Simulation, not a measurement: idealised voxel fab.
This is a process module. Its name is voxel self aligned vias.
The cross-section on display is named cut; it measures 300 nm wide, and its cells are 5 nm squares.
Cross-section spec: square-cell grid; bands listed top down; each band is one or more rows. What a band's entry tells you: where the top is and where the bottom is, as heights in nm, and after that what lies inside, material by material from left to right, each with its width in nm. Empty space is written as the word "air", and a single material marked with the word "everywhere" occupies the band from edge to edge. Height reference: 0 = level under which incoming wafer is all one material. Lowest band: no bottom, runs on downward, e.g. "from 0 down". A two-number width, for instance "30 to 40", indicates that the width is equal to the first number in the top row of the band and to the second number in the bottom row, and that it changes by a constant amount per row of cells. A step reported as "nothing changed" is a step in which no cell of the cross-section changed. Enclosed voids (no open way to top), threshold 8 cells or more, entry "Enclosed void list", notation width x height at distance, distance from left edge, nm. Post-settings text on a step line: simulator's own remark regarding the step. A step's line can hold "overlay nm"; with a mask on that step, the setting says how far right of the planned place the mask lay, while a negative setting says it lay to the left.
## Set out below are the planned steps of the process
1,RECEIVE | material Si
2,CONFORMAL_DEP | material SiO2 | thk nm 10
3,CONFORMAL_DEP | material SiCN | thk nm 5
4,DIRECTIONAL_DEP | material SiO2 | thk nm 25
5,DIRECTIONAL_DEP | material aC | thk nm 15
6,PATTERN | tone open | mask id LINES | material resist | width nm 30 | pitch nm 60 | thk nm 30 | overlay nm 0
7,DIRECTIONAL_ETCH | etch materials aC | depth nm 15
8,STRIP | etch materials resist
9,DIRECTIONAL_ETCH | etch materials SiO2 | depth nm 25
10,STRIP | etch materials aC
11,CONFORMAL_DEP | material TiN | thk nm 5
12,FILL_DEP | material W | thk nm 5
13,CMP | height nm 40
14,SELECTIVE_ETCH | etch materials W Ru TiN | depth nm 10
15,FILL_DEP | material SiN | thk nm 10
16,CMP | height nm 40
17,DIRECTIONAL_DEP | material SiO2 | thk nm 20
18,MASKED_ETCH | tone open | mask id VIAS | width nm 40 | pitch nm 120 | etch materials SiO2 | depth nm 20 | overlay nm 0
19,MASKED_ETCH | tone open | mask id VIAS | width nm 40 | pitch nm 120 | etch materials SiN | depth nm 10 | overlay nm 0
20,CONFORMAL_DEP | material TiN | thk nm 5
21,FILL_DEP | material W | thk nm 5
22,CMP | height nm 60
23,CONFORMAL_DEP | material SiN | thk nm 5
## first wafer, as planned
## Wafer cross-section on receipt, i.e. after step 1
> from 0 down = Si everywhere
> Enclosed void list: none
## Cross-section: wafer state after step 2
> from 10 to 0 = SiO2 everywhere
> Below 0, the layers are the same as they were.
## Cross-section: wafer state after step 3
> from 15 to 10 = SiCN everywhere
> Below 10, the layers are the same as they were.
## Cross-section: wafer state after step 4
> from 40 to 15 = SiO2 everywhere
> Below 15, the layers are the same as they were.
## Cross-section: wafer state after step 5
> from 55 to 40 = aC everywhere
> Below 40, the layers are the same as they were.
## Cross-section: wafer state after step 6
> from 85 to 55 = resist 75, air 30, resist 30, air 30, resist 30, air 30, resist 75
> Below 55, the layers are the same as they were.
## Cross-section: wafer state after step 7
> from 70 to 55 = resist 75, air 30, resist 30, air 30, resist 30, air 30, resist 75
> from 55 to 40 = aC 75, air 30, aC 30, air 30, aC 30, air 30, aC 75
> Below 40, the layers are the same as they were.
## Cross-section: wafer state after step 8
> from 55 to 40 = aC 75, air 30, aC 30, air 30, aC 30, air 30, aC 75
> Below 40, the layers are the same as they were.
## Cross-section: wafer state after step 9
> from 55 to 40 = aC 75, air 30, aC 30, air 30, aC 30, air 30, aC 75
> from 40 to 15 = SiO2 75, air 30, SiO2 30, air 30, SiO2 30, air 30, SiO2 75
> Below 15, the layers are the same as they were.
## Cross-section: wafer state after step 10
> from 40 to 15 = SiO2 75, air 30, SiO2 30, air 30, SiO2 30, air 30, SiO2 75
> Below 15, the layers are the same as they were.
## Cross-section: wafer state after step 11
> from 45 to 40 = TiN 80, air 20, TiN 40, air 20, TiN 40, air 20, TiN 80
> from 40 to 20 = SiO2 75, TiN 5, air 20, TiN 5, SiO2 30, TiN 5, air 20, TiN 5, SiO2 30, TiN 5, air 20, TiN 5, SiO2 75
> from 20 to 15 = SiO2 75, TiN 30, SiO2 30, TiN 30, SiO2 30, TiN 30, SiO2 75
> Below 15, the layers are the same as they were.
## Cross-section: wafer state after step 12
> from 50 to 45 = W everywhere
> from 45 to 40 = TiN 80, W 20, TiN 40, W 20, TiN 40, W 20, TiN 80
> from 40 to 20 = SiO2 75, TiN 5, W 20, TiN 5, SiO2 30, TiN 5, W 20, TiN 5, SiO2 30, TiN 5, W 20, TiN 5, SiO2 75
> Below 20, the layers are the same as they were.
## Cross-section: wafer state after step 13
> from 40 to 20 = SiO2 75, TiN 5, W 20, TiN 5, SiO2 30, TiN 5, W 20, TiN 5, SiO2 30, TiN 5, W 20, TiN 5, SiO2 75
> Below 20, the layers are the same as they were.
## Cross-section: wafer state after step 14
> from 40 to 30 = SiO2 75, air 30, SiO2 30, air 30, SiO2 30, air 30, SiO2 75
> Below 30, the layers are the same as they were.
## Cross-section: wafer state after step 15
> from 50 to 40 = SiN everywhere
> from 40 to 30 = SiO2 75, SiN 30, SiO2 30, SiN 30, SiO2 30, SiN 30, SiO2 75
> Below 30, the layers are the same as they were.
## Cross-section: wafer state after step 16
> from 40 to 30 = SiO2 75, SiN 30, SiO2 30, SiN 30, SiO2 30, SiN 30, SiO2 75
> Below 30, the layers are the same as they were.
## Cross-section: wafer state after step 17
> from 60 to 40 = SiO2 everywhere
> Below 40, the layers are the same as they were.
## Cross-section: wafer state after step 18
> from 60 to 40 = SiO2 70, air 40, SiO2 80, air 40, SiO2 70
> Below 40, the layers are the same as they were.
## Cross-section: wafer state after step 19
> from 60 to 40 = SiO2 70, air 40, SiO2 80, air 40, SiO2 70
> from 40 to 30 = SiO2 75, air 30, SiO2 30, SiN 30, SiO2 30, air 30, SiO2 75
> Below 30, the layers are the same as they were.
## Cross-section: wafer state after step 20
> from 65 to 60 = TiN 75, air 30, TiN 90, air 30, TiN 75
> from 60 to 45 = SiO2 70, TiN 5, air 30, TiN 5, SiO2 80, TiN 5, air 30, TiN 5, SiO2 70
> from 45 to 40 = SiO2 70, TiN 10, air 20, TiN 10, SiO2 80, TiN 10, air 20, TiN 10, SiO2 70
> from 40 to 35 = SiO2 75, TiN 5, air 20, TiN 5, SiO2 30, SiN 30, SiO2 30, TiN 5, air 20, TiN 5, SiO2 75
> from 35 to 30 = SiO2 75, TiN 30, SiO2 30, SiN 30, SiO2 30, TiN 30, SiO2 75
> Below 30, the layers are the same as they were.
## Cross-section: wafer state after step 21
> from 70 to 65 = W everywhere
> from 65 to 60 = TiN 75, W 30, TiN 90, W 30, TiN 75
> from 60 to 45 = SiO2 70, TiN 5, W 30, TiN 5, SiO2 80, TiN 5, W 30, TiN 5, SiO2 70
> from 45 to 40 = SiO2 70, TiN 10, W 20, TiN 10, SiO2 80, TiN 10, W 20, TiN 10, SiO2 70
> from 40 to 35 = SiO2 75, TiN 5, W 20, TiN 5, SiO2 30, SiN 30, SiO2 30, TiN 5, W 20, TiN 5, SiO2 75
> Below 35, the layers are the same as they were.
## Cross-section: wafer state after step 22
> from 60 to 45 = SiO2 70, TiN 5, W 30, TiN 5, SiO2 80, TiN 5, W 30, TiN 5, SiO2 70
> Below 45, the layers are the same as they were.
## Cross-section: wafer state after step 23
> from 65 to 60 = SiN everywhere
> Below 60, the layers are the same as they were.
## second wafer: like start, like plan, one mistake. Through step 5 it matches the first wafer
## Second wafer: cross-section at the scheduled end of step 6
> from 85 to 55 = air 75, resist 30, air 30, resist 30, air 30, resist 30, air 75
> Below 55, the layers are the same as they were.
## Second wafer: cross-section at the scheduled end of step 7
> from 70 to 55 = air 75, resist 30, air 30, resist 30, air 30, resist 30, air 75
> from 55 to 40 = air 75, aC 30, air 30, aC 30, air 30, aC 30, air 75
> Below 40, the layers are the same as they were.
## Second wafer: cross-section at the scheduled end of step 8
> from 55 to 40 = air 75, aC 30, air 30, aC 30, air 30, aC 30, air 75
> Below 40, the layers are the same as they were.
## Second wafer: cross-section at the scheduled end of step 9
> from 55 to 40 = air 75, aC 30, air 30, aC 30, air 30, aC 30, air 75
> from 40 to 15 = air 75, SiO2 30, air 30, SiO2 30, air 30, SiO2 30, air 75
> Below 15, the layers are the same as they were.
## Second wafer: cross-section at the scheduled end of step 10
> from 40 to 15 = air 75, SiO2 30, air 30, SiO2 30, air 30, SiO2 30, air 75
> Below 15, the layers are the same as they were.
## Second wafer: cross-section at the scheduled end of step 11
> from 45 to 40 = air 70, TiN 40, air 20, TiN 40, air 20, TiN 40, air 70
> from 40 to 20 = air 70, TiN 5, SiO2 30, TiN 5, air 20, TiN 5, SiO2 30, TiN 5, air 20, TiN 5, SiO2 30, TiN 5, air 70
> from 20 to 15 = TiN 75, SiO2 30, TiN 30, SiO2 30, TiN 30, SiO2 30, TiN 75
> Below 15, the layers are the same as they were.
## Second wafer: cross-section at the scheduled end of step 12
> from 50 to 45 = W everywhere
> from 45 to 40 = W 70, TiN 40, W 20, TiN 40, W 20, TiN 40, W 70
> from 40 to 20 = W 70, TiN 5, SiO2 30, TiN 5, W 20, TiN 5, SiO2 30, TiN 5, W 20, TiN 5, SiO2 30, TiN 5, W 70
> Below 20, the layers are the same as they were.
## Second wafer: cross-section at the scheduled end of step 13
> from 40 to 20 = W 70, TiN 5, SiO2 30, TiN 5, W 20, TiN 5, SiO2 30, TiN 5, W 20, TiN 5, SiO2 30, TiN 5, W 70
> Below 20, the layers are the same as they were.
## Second wafer: cross-section at the scheduled end of step 14
> from 40 to 30 = air 75, SiO2 30, air 30, SiO2 30, air 30, SiO2 30, air 75
> Below 30, the layers are the same as they were.
## Second wafer: cross-section at the scheduled end of step 15
> from 50 to 40 = SiN everywhere
> from 40 to 30 = SiN 75, SiO2 30, SiN 30, SiO2 30, SiN 30, SiO2 30, SiN 75
> Below 30, the layers are the same as they were.
## Second wafer: cross-section at the scheduled end of step 16
> from 40 to 30 = SiN 75, SiO2 30, SiN 30, SiO2 30, SiN 30, SiO2 30, SiN 75
> Below 30, the layers are the same as they were.
## Second wafer: cross-section at the scheduled end of step 17
> from 60 to 40 = SiO2 everywhere
> Below 40, the layers are the same as they were.
## Second wafer: cross-section at the scheduled end of step 18
> from 60 to 40 = SiO2 70, air 40, SiO2 80, air 40, SiO2 70
> Below 40, the layers are the same as they were.
## Second wafer: cross-section at the scheduled end of step 19
> from 60 to 40 = SiO2 70, air 40, SiO2 80, air 40, SiO2 70
> from 40 to 30 = SiN 70, air 5, SiO2 30, air 5, SiN 25, SiO2 30, SiN 25, air 5, SiO2 30, air 5, SiN 70
> Below 30, the layers are the same as they were.
## Second wafer: cross-section at the scheduled end of step 20
> from 65 to 60 = TiN 75, air 30, TiN 90, air 30, TiN 75
> from 60 to 45 = SiO2 70, TiN 5, air 30, TiN 5, SiO2 80, TiN 5, air 30, TiN 5, SiO2 70
> from 45 to 40 = SiO2 70, TiN 40, SiO2 80, TiN 40, SiO2 70
> from 40 to 30 = SiN 70, TiN 5, SiO2 30, TiN 5, SiN 25, SiO2 30, SiN 25, TiN 5, SiO2 30, TiN 5, SiN 70
> Below 30, the layers are the same as they were.
## Second wafer: cross-section at the scheduled end of step 21
> from 70 to 65 = W everywhere
> from 65 to 60 = TiN 75, W 30, TiN 90, W 30, TiN 75
> from 60 to 45 = SiO2 70, TiN 5, W 30, TiN 5, SiO2 80, TiN 5, W 30, TiN 5, SiO2 70
> Below 45, the layers are the same as they were.
## Second wafer: cross-section at the scheduled end of step 22
> from 60 to 45 = SiO2 70, TiN 5, W 30, TiN 5, SiO2 80, TiN 5, W 30, TiN 5, SiO2 70
> Below 45, the layers are the same as they were.
## Second wafer: cross-section at the scheduled end of step 23
> from 65 to 60 = SiN everywhere
> Below 60, the layers are the same as they were.
Plan not followed: step 6 off recipe, ran as PATTERN | tone cover | mask id LINES | material resist | width nm 30 | pitch nm 60 | thk nm 30 | overlay nm 0
End check, counted in cells, second wafer has more or fewer of these materials than the first: 64 more of SiN | 120 fewer of SiO2 | 24 more of TiN | 32 more of W
